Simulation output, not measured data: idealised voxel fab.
Module name: voxel released beams (process module)
Displayed cross-section: cut, width of 300 nm, square cells sized 5 nm.
For the purposes of this document, a cross-section shall be understood as a grid of square cells, specified as bands listed in top-to-bottom order, each band consisting of one or more rows of cells. It is stipulated that each band's entry specify, in nanometres, the height of the top of the band and then that of its bottom, followed by the materials of the band in left-to-right sequence, each together with its width in nanometres. A single material marked by the word "edge to edge" is understood to fill the band from edge to edge; the word "empty" is understood to denote empty space. Measure heights from 0. That's the level where, below it, the as-received wafer is all one material. The lowest band is bottomless and extends downward; write it as in "0 -> down". With a width like "30 to 40", each row of cells in the band differs from the next by the same amount, the top row carrying the first number and the bottom row the second. You'll sometimes find "no alterations made" written for a step, and that's the way of saying that nowhere in the cross-section did a cell change during that step. Basically, "Voids lacking openings" tells you about the enclosed voids: empty spaces with no open way to the top, 8 cells or bigger, each written width x height at distance, where distance is from the left edge, all in nm. It should be noted that, on the line of a given step, the content following the step's settings is a remark produced by the simulator itself with respect to that step. A step's line can hold "overlay nm"; with a mask on that step, the setting says how far right of the planned place the mask lay, while a negative setting says it lay to the left.
Intended process steps:
| 1 | op RECEIVE | material Si |
| 2 | op CONFORMAL_DEP | material SiN | thk nm 5 |
| 3 | op DIRECTIONAL_DEP | material SiO2 | thk nm 10 |
| 4 | op DIRECTIONAL_DEP | material aC | thk nm 10 |
| 5 | op PATTERN | tone open | mask id ANCHOR | material resist | width nm 40 | thk nm 25 | overlay nm 0 |
| 6 | op DIRECTIONAL_ETCH | etch materials aC | depth nm 10 |
| 7 | op STRIP | etch materials resist |
| 8 | op DIRECTIONAL_ETCH | etch materials SiO2 | depth nm 10 |
| 9 | op STRIP | etch materials aC |
| 10 | op CONFORMAL_DEP | material W | thk nm 15 |
| 11 | op DIRECTIONAL_DEP | material aC | thk nm 15 |
| 12 | op PATTERN | tone cover | mask id BEAM | material resist | width nm 90 | thk nm 30 | overlay nm 0 |
| 13 | op DIRECTIONAL_ETCH | etch materials aC | depth nm 15 |
| 14 | op STRIP | etch materials resist |
| 15 | op DIRECTIONAL_ETCH | etch materials W | depth nm 15 |
| 16 | op STRIP | etch materials aC |
| 17 | op STRIP | etch materials SiO2 |
Received-state cross-section, reflecting completion of step 1:
- 0 -> down = Si edge to edge
- Voids lacking openings: none
Post-module cross-section: identical start and plan to those above, one misstep in execution:
- 15 -> 5 = 105 nm SiO2 / 40 nm empty / 155 nm SiO2
- 5 -> 0 = SiN edge to edge
- 0 -> down = Si edge to edge
- Voids lacking openings: none
Run error: in deviation from the planned setting, step 17 was conducted as op STRIP | etch materials W
